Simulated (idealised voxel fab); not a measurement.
process module | voxel air gaps
FYI the section here is cut, 210 nm wide, cells are 5 nm squares.
A cross-section is written here as square cells arranged in a grid, and it is given in bands from the top down, each band taking up one or more rows of cells.
A band entry consists of two parts. The first gives the height of the band's top and the height of its bottom, in nm. The rest lists the band's materials from left to right, each with its width in nm. A single material labelled with the word "full width" fills the band from edge to edge, and the word "air" marks empty space.
Note: height 0 marks the level under which the wafer is uniformly one material as received. Lowest band unbounded below, written "0..down".
It should be noted that a width expressed as "30 to 40" varies in equal increments from row to row of cells within the band, taking the value of the first number at the top row and that of the second number at the bottom row.
"nothing got changed" (step): cross-section cells unchanged, all of them.
So "Closed void list" is basically the list of trapped voids: any empty space of 8 cells or more that can't reach the top through an opening. They're written width x height at distance, the distance being from the left edge, and it's all nm.
On a step's line, text after the settings is the simulator commenting on that step.
The optional step-line setting "overlay nm" applies to steps with a mask and quantifies how far to the right of its planned location the mask lay, a negative value indicating leftward placement.

Process steps - plan
1) op RECEIVE | material Si
2) op CONFORMAL_DEP | material SiO2 | thk nm 10
3) op CONFORMAL_DEP | material SiN | thk nm 5
4) op DIRECTIONAL_DEP | material SiO2 | thk nm 35
5) op MASKED_ETCH | tone open | mask id LINES | width nm 15 | pitch nm 40 | etch materials SiO2 | depth nm 35 | overlay nm 0
6) op CONFORMAL_DEP | material TiN | thk nm 5
7) op FILL_DEP | material Cu | thk nm 5
8) op CMP | height nm 50
9) op EPI | material Ru | thk nm 10
10) op SELECTIVE_ETCH | etch materials SiO2 | depth nm 45
11) op CONFORMAL_DEP | material SiCN | thk nm 5

Wafer as received: cross-section following step 1
> 0..down  Si full width
> Closed void list: none

Cross-section: first of two wafers, module finished, run according to plan
> 65..60  40 air | 125 SiCN | 45 air
> 60..50  40 air | 5 SiCN | 35 Ru | 5 SiCN | 35 Ru | 5 SiCN | 35 Ru | 5 SiCN | 45 air
> 50..45  40 air | 15 SiCN | 5 TiN | 5 Cu | 5 TiN | 25 SiCN | 5 TiN | 5 Cu | 5 TiN | 25 SiCN | 5 TiN | 5 Cu | 5 TiN | 15 SiCN | 45 air
> 45..20  50 air | 5 SiCN | 5 TiN | 5 Cu | 5 TiN | 5 SiCN | 15 air | 5 SiCN | 5 TiN | 5 Cu | 5 TiN | 5 SiCN | 15 air | 5 SiCN | 5 TiN | 5 Cu | 5 TiN | 5 SiCN | 55 air
> 20..15  55 SiCN | 15 TiN | 25 SiCN | 15 TiN | 25 SiCN | 15 TiN | 60 SiCN
> 15..10  SiN full width
> 10..0  SiO2 full width
> 0..down  Si full width
> Closed void list: 15 x 25 at 75; 15 x 25 at 115

Cross-section at end of module for the second wafer of two, which matched the first in starting point and plan and differed by one mistake in its processing
> 65..60  35 air | 135 SiCN | 40 air
> 60..50  35 air | 5 SiCN | 125 Ru | 5 SiCN | 40 air
> 50..45  35 air | 15 SiCN | 5 TiN | 15 Cu | 5 TiN | 15 SiO2 | 5 TiN | 15 Cu | 5 TiN | 15 SiO2 | 5 TiN | 15 Cu | 5 TiN | 15 SiCN | 40 air
> 45..20  45 air | 5 SiCN | 5 TiN | 15 Cu | 5 TiN | 15 SiO2 | 5 TiN | 15 Cu | 5 TiN | 15 SiO2 | 5 TiN | 15 Cu | 5 TiN | 5 SiCN | 50 air
> 20..15  50 SiCN | 25 TiN | 15 SiO2 | 25 TiN | 15 SiO2 | 25 TiN | 55 SiCN
> 15..10  SiN full width
> 10..0  SiO2 full width
> 0..down  Si full width
> Closed void list: none
Diagnosis: not per plan at step 5, really ran op MASKED_ETCH | tone open | mask id LINES | width nm 25 | pitch nm 40 | etch materials SiO2 | depth nm 35 | overlay nm 0
Final cells, second wafer relative to first, materials higher or lower: 36 more of Cu, 8 more of Ru, 44 fewer of SiCN, 42 more of SiO2, 6 more of TiN
Quick summary for you: first wafer finishes at 2 closed voids, second at 0.
